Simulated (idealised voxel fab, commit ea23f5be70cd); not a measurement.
Title: Process Module voxel fin reveal
Square cell edge 5 nm, section width 280 nm, ID cut.
Cross-section = grid of square cells, listed top down in bands; band = one or more rows. Band entry format. Leading values: height of top, height of bottom, nm. Remainder: materials in left-to-right order, each with its width in nm. Special words: "all across" on a single material, which then fills the band edge to edge; "blank", empty space. Counting heights begins at 0, where everything beneath is, in the wafer as received, one material. The lowest band has no bottom; it goes on downwards, as "0 -> down" shows. Width spec "30..40" -> top row of cells at first value, bottom row at second value, equal per-row change in between. No cell of the cross-section changed in a step that is given as "left unchanged". Any empty space of 8 cells or more lacking an open way to the top shows up in "Unvented internal voids" as width x height at distance, distance from the left edge, in nm. Post-settings text on a step line: simulator's own remark regarding the step. overlay nm: mask offset rightward from planned place, masked step; negative means leftward offset.

## The process steps that were planned are listed below
1. RECEIVE, material Si
2. CONFORMAL_DEP, material SiN, thk nm 5
3. DIRECTIONAL_DEP, material aC, thk nm 15
4. PATTERN, tone cover, mask id FINS, material resist, width nm 15, pitch nm 40, thk nm 30, overlay nm 0
5. DIRECTIONAL_ETCH, etch materials aC, depth nm 15
6. STRIP, etch materials resist
7. DIRECTIONAL_ETCH, etch materials SiN, depth nm 5
8. DIRECTIONAL_ETCH, etch materials Si, depth nm 40
9. STRIP, etch materials aC
10. FILL_DEP, material SiO2, thk nm 5
11. CMP, height nm 5
12. SELECTIVE_ETCH, etch materials SiO2, depth nm 35
13. STRIP, etch materials SiN
The width nm used in step 4 is not the same on every wafer, whereas the starting condition is; the value printed in the plan is the first wafer's.

## Cross-section, first of several wafers, as delivered after step 1
	0 -> down | Si all across
	Unvented internal voids: none

## End of module: cross-section of the first of several wafers after step 13, the last step
	0 -> -30 | blank (70), then Si (15), then blank (25), then Si (15), then blank (25), then Si (15), then blank (25), then Si (15), then blank (75)
	-30 -> -40 | SiO2 (70), then Si (15), then SiO2 (25), then Si (15), then SiO2 (25), then Si (15), then SiO2 (25), then Si (15), then SiO2 (75)
	-40 -> down | Si all across
	Unvented internal voids: none

## The final wafer, sectioned at module end
	0 -> -30 | blank (65), then Si (25), then blank (15), then Si (25), then blank (15), then Si (25), then blank (15), then Si (25), then blank (70)
	-30 -> -40 | SiO2 (65), then Si (25), then SiO2 (15), then Si (25), then SiO2 (15), then Si (25), then SiO2 (15), then Si (25), then SiO2 (70)
	-40 -> down | Si all across
	Unvented internal voids: none

## Table: wafers, a row each; end-of-module cell change per material since receipt, gain (+), loss (-); then closed voids
width nm 15; -352 Si; +88 SiO2; Unvented internal voids: none
width nm 20; -320 Si; +80 SiO2; Unvented internal voids: none
width nm 25; -288 Si; +72 SiO2; Unvented internal voids: none
